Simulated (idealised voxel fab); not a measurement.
process module | voxel air gaps
The cross-section on display is named cut; it measures 175 nm wide, and its cells are 5 nm squares.
Cross-sections here: square-cell grids, written as top-down lists of bands, a band being one or more rows of cells. Basically the band line says how high the top is and how high the bottom is, in nm, and then what's in it from left to right, every material with its width in nm. Empty space shows up as "empty", and if a single material carries "full width" it runs the full band edge to edge. Convention: height 0 is the level below which the wafer, as received, is all one material. The lowest band does not terminate at the bottom but continues downward, represented as "0 nm and below". With a width like "30->40", each row of cells in the band differs from the next by the same amount, the top row carrying the first number and the bottom row the second. Basically "remains unaltered" means that step didn't change any cell in the cross-section. The entry titled "Closed-off voids" provides the empty spaces that have no open way to the top, restricted to those of 8 cells or more. Each is presented as width x height at distance, the distance being measured from the left edge, with all three in nm. Past the settings on a step's line: simulator remark, on that step. overlay nm: for a step with a mask, the amount by which the mask lay right of where it was planned; a negative amount means left of it.

Intended process steps:
1. RECEIVE, material Si
2. CONFORMAL_DEP, material SiO2, thk nm 15
3. CONFORMAL_DEP, material SiCN, thk nm 5
4. DIRECTIONAL_DEP, material lowk, thk nm 35
5. DIRECTIONAL_DEP, material aC, thk nm 15
6. PATTERN, tone open, mask id LINES, material resist, width nm 20, pitch nm 50, thk nm 35, overlay nm 0
7. DIRECTIONAL_ETCH, etch materials aC, depth nm 15
8. STRIP, etch materials resist
9. DIRECTIONAL_ETCH, etch materials lowk, depth nm 35
10. STRIP, etch materials aC
11. CONFORMAL_DEP, material TiN, thk nm 5
12. FILL_DEP, material W, thk nm 10
13. CMP, height nm 55
14. EPI, material Ru, thk nm 10
15. SELECTIVE_ETCH, etch materials lowk, depth nm 45
16. CONFORMAL_DEP, material SiCN, thk nm 5

First of two wafers, processed according to plan:

The cross-section here shows the wafer as received, i.e. in its state after step 1:
> 0 nm and below: Si full width
> Closed-off voids: none

Once step 2 is through, the wafer looks like this in cross-section:
> 15 nm to 0 nm: SiO2 full width
> below 0: unchanged

Once step 3 is through, the wafer looks like this in cross-section:
> 20 nm to 15 nm: SiCN full width
> below 15: unchanged

Once step 4 is through, the wafer looks like this in cross-section:
> 55 nm to 20 nm: lowk full width
> below 20: unchanged

Once step 5 is through, the wafer looks like this in cross-section:
> 70 nm to 55 nm: aC full width
> below 55: unchanged

Once step 6 is through, the wafer looks like this in cross-section:
> 105 nm to 70 nm: resist 25 nm / empty 20 nm / resist 30 nm / empty 20 nm / resist 30 nm / empty 20 nm / resist 30 nm
> below 70: unchanged

Once step 7 is through, the wafer looks like this in cross-section:
> 90 nm to 70 nm: resist 25 nm / empty 20 nm / resist 30 nm / empty 20 nm / resist 30 nm / empty 20 nm / resist 30 nm
> 70 nm to 55 nm: aC 25 nm / empty 20 nm / aC 30 nm / empty 20 nm / aC 30 nm / empty 20 nm / aC 30 nm
> below 55: unchanged

Once step 8 is through, the wafer looks like this in cross-section:
> 70 nm to 55 nm: aC 25 nm / empty 20 nm / aC 30 nm / empty 20 nm / aC 30 nm / empty 20 nm / aC 30 nm
> below 55: unchanged

Once step 9 is through, the wafer looks like this in cross-section:
> 70 nm to 55 nm: aC 25 nm / empty 20 nm / aC 30 nm / empty 20 nm / aC 30 nm / empty 20 nm / aC 30 nm
> 55 nm to 20 nm: lowk 25 nm / empty 20 nm / lowk 30 nm / empty 20 nm / lowk 30 nm / empty 20 nm / lowk 30 nm
> below 20: unchanged

Once step 10 is through, the wafer looks like this in cross-section:
> 55 nm to 20 nm: lowk 25 nm / empty 20 nm / lowk 30 nm / empty 20 nm / lowk 30 nm / empty 20 nm / lowk 30 nm
> below 20: unchanged

Once step 11 is through, the wafer looks like this in cross-section:
> 60 nm to 55 nm: TiN 30 nm / empty 10 nm / TiN 40 nm / empty 10 nm / TiN 40 nm / empty 10 nm / TiN 35 nm
> 55 nm to 25 nm: lowk 25 nm / TiN 5 nm / empty 10 nm / TiN 5 nm / lowk 30 nm / TiN 5 nm / empty 10 nm / TiN 5 nm / lowk 30 nm / TiN 5 nm / empty 10 nm / TiN 5 nm / lowk 30 nm
> 25 nm to 20 nm: lowk 25 nm / TiN 20 nm / lowk 30 nm / TiN 20 nm / lowk 30 nm / TiN 20 nm / lowk 30 nm
> below 20: unchanged

Once step 12 is through, the wafer looks like this in cross-section:
> 70 nm to 60 nm: W full width
> 60 nm to 55 nm: TiN 30 nm / W 10 nm / TiN 40 nm / W 10 nm / TiN 40 nm / W 10 nm / TiN 35 nm
> 55 nm to 25 nm: lowk 25 nm / TiN 5 nm / W 10 nm / TiN 5 nm / lowk 30 nm / TiN 5 nm / W 10 nm / TiN 5 nm / lowk 30 nm / TiN 5 nm / W 10 nm / TiN 5 nm / lowk 30 nm
> below 25: unchanged

Once step 13 is through, the wafer looks like this in cross-section:
> 55 nm to 25 nm: lowk 25 nm / TiN 5 nm / W 10 nm / TiN 5 nm / lowk 30 nm / TiN 5 nm / W 10 nm / TiN 5 nm / lowk 30 nm / TiN 5 nm / W 10 nm / TiN 5 nm / lowk 30 nm
> below 25: unchanged

Once step 14 is through, the wafer looks like this in cross-section:
> 65 nm to 55 nm: empty 15 nm / Ru 40 nm / empty 10 nm / Ru 40 nm / empty 10 nm / Ru 40 nm / empty 20 nm
> below 55: unchanged

Once step 15 is through, the wafer looks like this in cross-section:
> 65 nm to 55 nm: empty 15 nm / Ru 40 nm / empty 10 nm / Ru 40 nm / empty 10 nm / Ru 40 nm / empty 20 nm
> 55 nm to 25 nm: empty 25 nm / TiN 5 nm / W 10 nm / TiN 5 nm / empty 30 nm / TiN 5 nm / W 10 nm / TiN 5 nm / empty 30 nm / TiN 5 nm / W 10 nm / TiN 5 nm / empty 30 nm
> 25 nm to 20 nm: empty 25 nm / TiN 20 nm / empty 30 nm / TiN 20 nm / empty 30 nm / TiN 20 nm / empty 30 nm
> below 20: unchanged

Once step 16 is through, the wafer looks like this in cross-section:
> 70 nm to 65 nm: empty 10 nm / SiCN 150 nm / empty 15 nm
> 65 nm to 55 nm: empty 10 nm / SiCN 5 nm / Ru 40 nm / SiCN 10 nm / Ru 40 nm / SiCN 10 nm / Ru 40 nm / SiCN 5 nm / empty 15 nm
> 55 nm to 50 nm: empty 10 nm / SiCN 15 nm / TiN 5 nm / W 10 nm / TiN 5 nm / SiCN 30 nm / TiN 5 nm / W 10 nm / TiN 5 nm / SiCN 30 nm / TiN 5 nm / W 10 nm / TiN 5 nm / SiCN 15 nm / empty 15 nm
> 50 nm to 25 nm: empty 20 nm / SiCN 5 nm / TiN 5 nm / W 10 nm / TiN 5 nm / SiCN 5 nm / empty 20 nm / SiCN 5 nm / TiN 5 nm / W 10 nm / TiN 5 nm / SiCN 5 nm / empty 20 nm / SiCN 5 nm / TiN 5 nm / W 10 nm / TiN 5 nm / SiCN 5 nm / empty 25 nm
> 25 nm to 20 nm: SiCN 25 nm / TiN 20 nm / SiCN 30 nm / TiN 20 nm / SiCN 30 nm / TiN 20 nm / SiCN 30 nm
> below 20: unchanged
> Closed-off voids: 20 x 25 at 50; 20 x 25 at 100

Wafer two. Same start, same plan, one slip in execution. Same as wafer one through step 5, inclusive:

Cross-section of the second wafer corresponding to the planned conclusion of step 6:
> 105 nm to 70 nm: empty 25 nm / resist 20 nm / empty 30 nm / resist 20 nm / empty 30 nm / resist 20 nm / empty 30 nm
> below 70: unchanged

Cross-section of the second wafer corresponding to the planned conclusion of step 7:
> 90 nm to 70 nm: empty 25 nm / resist 20 nm / empty 30 nm / resist 20 nm / empty 30 nm / resist 20 nm / empty 30 nm
> 70 nm to 55 nm: empty 25 nm / aC 20 nm / empty 30 nm / aC 20 nm / empty 30 nm / aC 20 nm / empty 30 nm
> below 55: unchanged

Cross-section of the second wafer corresponding to the planned conclusion of step 8:
> 70 nm to 55 nm: empty 25 nm / aC 20 nm / empty 30 nm / aC 20 nm / empty 30 nm / aC 20 nm / empty 30 nm
> below 55: unchanged

Cross-section of the second wafer corresponding to the planned conclusion of step 9:
> 70 nm to 55 nm: empty 25 nm / aC 20 nm / empty 30 nm / aC 20 nm / empty 30 nm / aC 20 nm / empty 30 nm
> 55 nm to 20 nm: empty 25 nm / lowk 20 nm / empty 30 nm / lowk 20 nm / empty 30 nm / lowk 20 nm / empty 30 nm
> below 20: unchanged

Cross-section of the second wafer corresponding to the planned conclusion of step 10:
> 55 nm to 20 nm: empty 25 nm / lowk 20 nm / empty 30 nm / lowk 20 nm / empty 30 nm / lowk 20 nm / empty 30 nm
> below 20: unchanged

Cross-section of the second wafer corresponding to the planned conclusion of step 11:
> 60 nm to 55 nm: empty 20 nm / TiN 30 nm / empty 20 nm / TiN 30 nm / empty 20 nm / TiN 30 nm / empty 25 nm
> 55 nm to 25 nm: empty 20 nm / TiN 5 nm / lowk 20 nm / TiN 5 nm / empty 20 nm / TiN 5 nm / lowk 20 nm / TiN 5 nm / empty 20 nm / TiN 5 nm / lowk 20 nm / TiN 5 nm / empty 25 nm
> 25 nm to 20 nm: TiN 25 nm / lowk 20 nm / TiN 30 nm / lowk 20 nm / TiN 30 nm / lowk 20 nm / TiN 30 nm
> below 20: unchanged

Cross-section of the second wafer corresponding to the planned conclusion of step 12:
> 70 nm to 60 nm: W full width
> 60 nm to 55 nm: W 20 nm / TiN 30 nm / W 20 nm / TiN 30 nm / W 20 nm / TiN 30 nm / W 25 nm
> 55 nm to 25 nm: W 20 nm / TiN 5 nm / lowk 20 nm / TiN 5 nm / W 20 nm / TiN 5 nm / lowk 20 nm / TiN 5 nm / W 20 nm / TiN 5 nm / lowk 20 nm / TiN 5 nm / W 25 nm
> below 25: unchanged

Cross-section of the second wafer corresponding to the planned conclusion of step 13:
> 55 nm to 25 nm: W 20 nm / TiN 5 nm / lowk 20 nm / TiN 5 nm / W 20 nm / TiN 5 nm / lowk 20 nm / TiN 5 nm / W 20 nm / TiN 5 nm / lowk 20 nm / TiN 5 nm / W 25 nm
> below 25: unchanged

Cross-section of the second wafer corresponding to the planned conclusion of step 14:
> 65 nm to 55 nm: Ru full width
> below 55: unchanged

Cross-section of the second wafer corresponding to the planned conclusion of step 15: remains unaltered

Cross-section of the second wafer corresponding to the planned conclusion of step 16:
> 70 nm to 65 nm: SiCN full width
> below 65: unchanged
Nonconformance to the process plan: step 6 ran with different settings than intended, the actual operation and settings being PATTERN, tone cover, mask id LINES, material resist, width nm 20, pitch nm 50, thk nm 35, overlay nm 0
Heads up, by the end the second wafer has more or fewer cells of some materials compared to the first: 22 more of Ru; 78 fewer of SiCN; 11 more of TiN; 66 more of W; 84 more of lowk
In the final state there are 2 closed voids in the first wafer, compared with 0 in the second wafer.
